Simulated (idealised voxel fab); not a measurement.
The process module presented herein is designated voxel self aligned vias.
Each square cell in cross-section cut measures 5 nm, and the section as a whole is 280 nm wide.
Cross-section, as written here: a square-cell grid given band by band from the top down, where a band holds one or more rows of cells. In this notation a band is specified by the heights of its top and bottom, in that order and in nm, after which its materials appear from left to right, each paired with its width in nm. The word "everywhere" attached to a single material means that material fills the band from edge to edge; the word "empty" stands for empty space. All heights in this document are referenced to 0, defined as the level beneath which the wafer, as received, consists entirely of one material. The lowest band is not bounded below; it extends indefinitely downward and is written in the form "top 0, no bottom". With a width like "30..40", each row of cells in the band differs from the next by the same amount, the top row carrying the first number and the bottom row the second. Basically "no alterations made" means that step didn't change any cell in the cross-section. Each empty space that has no open way to the top and spans at least 8 cells appears under "Enclosed cavity list" as width x height at distance, the distance counted from the left edge, all in nm. Post-settings text on a step line: simulator's own remark regarding the step. For masked steps, "overlay nm" on the step line gives how far right of plan the mask actually lay; a minus sign means it lay to the left.
The process steps that were planned are listed below
1: op RECEIVE | material Si
2: op CONFORMAL_DEP | material SiO2 | thk nm 10
3: op CONFORMAL_DEP | material SiCN | thk nm 5
4: op DIRECTIONAL_DEP | material lowk | thk nm 25
5: op DIRECTIONAL_DEP | material aC | thk nm 15
6: op PATTERN | tone open | mask id LINES | material resist | width nm 30 | pitch nm 75 | thk nm 30 | overlay nm 0
7: op DIRECTIONAL_ETCH | etch materials aC | depth nm 15
8: op STRIP | etch materials resist
9: op DIRECTIONAL_ETCH | etch materials lowk | depth nm 25
10: op STRIP | etch materials aC
11: op CONFORMAL_DEP | material TiN | thk nm 5
12: op FILL_DEP | material W | thk nm 5
13: op CMP | height nm 40
14: op SELECTIVE_ETCH | etch materials W Ru TiN | depth nm 5
15: op FILL_DEP | material SiN | thk nm 10
16: op CMP | height nm 40
17: op DIRECTIONAL_DEP | material lowk | thk nm 15
18: op DIRECTIONAL_DEP | material aC | thk nm 15
19: op PATTERN | tone open | mask id VIAS | material resist | width nm 50 | thk nm 30 | overlay nm 0
20: op DIRECTIONAL_ETCH | etch materials aC | depth nm 15
21: op STRIP | etch materials resist
22: op DIRECTIONAL_ETCH | etch materials lowk | depth nm 15
23: op DIRECTIONAL_ETCH | etch materials SiN | depth nm 5
24: op STRIP | etch materials aC
25: op CONFORMAL_DEP | material TiN | thk nm 5
26: op FILL_DEP | material Ru | thk nm 5
27: op CMP | height nm 55
28: op CONFORMAL_DEP | material SiCN | thk nm 5
The first of the two wafers, which ran as planned
As received, after step 1
	top 0, no bottom = Si everywhere
	Enclosed cavity list: none
How the wafer stands in section after step 2
	top 10, bottom 0 = SiO2 everywhere
	Anything lower than 0 is untouched.
How the wafer stands in section after step 3
	top 15, bottom 10 = SiCN everywhere
	Anything lower than 10 is untouched.
How the wafer stands in section after step 4
	top 40, bottom 15 = lowk everywhere
	Anything lower than 15 is untouched.
How the wafer stands in section after step 5
	top 55, bottom 40 = aC everywhere
	Anything lower than 40 is untouched.
How the wafer stands in section after step 6
	top 85, bottom 55 = 85 resist, 30 empty, 45 resist, 30 empty, 90 resist
	Anything lower than 55 is untouched.
How the wafer stands in section after step 7
	top 70, bottom 55 = 85 resist, 30 empty, 45 resist, 30 empty, 90 resist
	top 55, bottom 40 = 85 aC, 30 empty, 45 aC, 30 empty, 90 aC
	Anything lower than 40 is untouched.
How the wafer stands in section after step 8
	top 55, bottom 40 = 85 aC, 30 empty, 45 aC, 30 empty, 90 aC
	Anything lower than 40 is untouched.
How the wafer stands in section after step 9
	top 55, bottom 40 = 85 aC, 30 empty, 45 aC, 30 empty, 90 aC
	top 40, bottom 15 = 85 lowk, 30 empty, 45 lowk, 30 empty, 90 lowk
	Anything lower than 15 is untouched.
How the wafer stands in section after step 10
	top 40, bottom 15 = 85 lowk, 30 empty, 45 lowk, 30 empty, 90 lowk
	Anything lower than 15 is untouched.
How the wafer stands in section after step 11
	top 45, bottom 40 = 90 TiN, 20 empty, 55 TiN, 20 empty, 95 TiN
	top 40, bottom 20 = 85 lowk, 5 TiN, 20 empty, 5 TiN, 45 lowk, 5 TiN, 20 empty, 5 TiN, 90 lowk
	top 20, bottom 15 = 85 lowk, 30 TiN, 45 lowk, 30 TiN, 90 lowk
	Anything lower than 15 is untouched.
How the wafer stands in section after step 12
	top 50, bottom 45 = W everywhere
	top 45, bottom 40 = 90 TiN, 20 W, 55 TiN, 20 W, 95 TiN
	top 40, bottom 20 = 85 lowk, 5 TiN, 20 W, 5 TiN, 45 lowk, 5 TiN, 20 W, 5 TiN, 90 lowk
	Anything lower than 20 is untouched.
How the wafer stands in section after step 13
	top 40, bottom 20 = 85 lowk, 5 TiN, 20 W, 5 TiN, 45 lowk, 5 TiN, 20 W, 5 TiN, 90 lowk
	Anything lower than 20 is untouched.
How the wafer stands in section after step 14
	top 40, bottom 35 = 85 lowk, 30 empty, 45 lowk, 30 empty, 90 lowk
	Anything lower than 35 is untouched.
How the wafer stands in section after step 15
	top 50, bottom 40 = SiN everywhere
	top 40, bottom 35 = 85 lowk, 30 SiN, 45 lowk, 30 SiN, 90 lowk
	Anything lower than 35 is untouched.
How the wafer stands in section after step 16
	top 40, bottom 35 = 85 lowk, 30 SiN, 45 lowk, 30 SiN, 90 lowk
	Anything lower than 35 is untouched.
How the wafer stands in section after step 17
	top 55, bottom 40 = lowk everywhere
	Anything lower than 40 is untouched.
How the wafer stands in section after step 18
	top 70, bottom 55 = aC everywhere
	Anything lower than 55 is untouched.
How the wafer stands in section after step 19
	top 100, bottom 70 = 75 resist, 50 empty, 155 resist
	Anything lower than 70 is untouched.
How the wafer stands in section after step 20
	top 85, bottom 70 = 75 resist, 50 empty, 155 resist
	top 70, bottom 55 = 75 aC, 50 empty, 155 aC
	Anything lower than 55 is untouched.
How the wafer stands in section after step 21
	top 70, bottom 55 = 75 aC, 50 empty, 155 aC
	Anything lower than 55 is untouched.
How the wafer stands in section after step 22
	top 70, bottom 55 = 75 aC, 50 empty, 155 aC
	top 55, bottom 40 = 75 lowk, 50 empty, 155 lowk
	Anything lower than 40 is untouched.
How the wafer stands in section after step 23
	top 70, bottom 55 = 75 aC, 50 empty, 155 aC
	top 55, bottom 40 = 75 lowk, 50 empty, 155 lowk
	top 40, bottom 35 = 85 lowk, 30 empty, 45 lowk, 30 SiN, 90 lowk
	Anything lower than 35 is untouched.
How the wafer stands in section after step 24
	top 55, bottom 40 = 75 lowk, 50 empty, 155 lowk
	Anything lower than 40 is untouched.
How the wafer stands in section after step 25
	top 60, bottom 55 = 80 TiN, 40 empty, 160 TiN
	top 55, bottom 45 = 75 lowk, 5 TiN, 40 empty, 5 TiN, 155 lowk
	top 45, bottom 40 = 75 lowk, 15 TiN, 20 empty, 15 TiN, 155 lowk
	top 40, bottom 35 = 85 lowk, 30 TiN, 45 lowk, 30 SiN, 90 lowk
	Anything lower than 35 is untouched.
How the wafer stands in section after step 26
	top 65, bottom 60 = Ru everywhere
	top 60, bottom 55 = 80 TiN, 40 Ru, 160 TiN
	top 55, bottom 45 = 75 lowk, 5 TiN, 40 Ru, 5 TiN, 155 lowk
	top 45, bottom 40 = 75 lowk, 15 TiN, 20 Ru, 15 TiN, 155 lowk
	Anything lower than 40 is untouched.
How the wafer stands in section after step 27
	top 55, bottom 45 = 75 lowk, 5 TiN, 40 Ru, 5 TiN, 155 lowk
	Anything lower than 45 is untouched.
How the wafer stands in section after step 28
	top 60, bottom 55 = SiCN everywhere
	Anything lower than 55 is untouched.
Second Wafer (Identical Start and Plan, One Processing Error; Matches First Wafer Through Step 16)
Planned end of step 17: second wafer, cross-section
	top 55, bottom 40 = SiO2 everywhere
	Anything lower than 40 is untouched.
Planned end of step 18: second wafer, cross-section
	top 70, bottom 55 = aC everywhere
	Anything lower than 55 is untouched.
Planned end of step 19: second wafer, cross-section
	top 100, bottom 70 = 75 resist, 50 empty, 155 resist
	Anything lower than 70 is untouched.
Planned end of step 20: second wafer, cross-section
	top 85, bottom 70 = 75 resist, 50 empty, 155 resist
	top 70, bottom 55 = 75 aC, 50 empty, 155 aC
	Anything lower than 55 is untouched.
Planned end of step 21: second wafer, cross-section
	top 70, bottom 55 = 75 aC, 50 empty, 155 aC
	Anything lower than 55 is untouched.
Planned end of step 22: second wafer, cross-section: no alterations made
Planned end of step 23: second wafer, cross-section: no alterations made
Planned end of step 24: second wafer, cross-section
	top 55, bottom 40 = SiO2 everywhere
	Anything lower than 40 is untouched.
Planned end of step 25: second wafer, cross-section
	top 60, bottom 55 = TiN everywhere
	Anything lower than 55 is untouched.
Planned end of step 26: second wafer, cross-section
	top 65, bottom 60 = Ru everywhere
	Anything lower than 60 is untouched.
Planned end of step 27: second wafer, cross-section
	top 55, bottom 40 = SiO2 everywhere
	Anything lower than 40 is untouched.
Planned end of step 28: second wafer, cross-section
	top 60, bottom 55 = SiCN everywhere
	Anything lower than 55 is untouched.
Deviation noted in wafer processing: so step 17 ended up running with a different setting than we planned, it ran as op DIRECTIONAL_DEP | material SiO2 | thk nm 15
Final wafer comparison in cells, second versus first, more or fewer per material: 20 fewer of Ru, 6 more of SiN, 168 more of SiO2, 16 fewer of TiN, 138 fewer of lowk
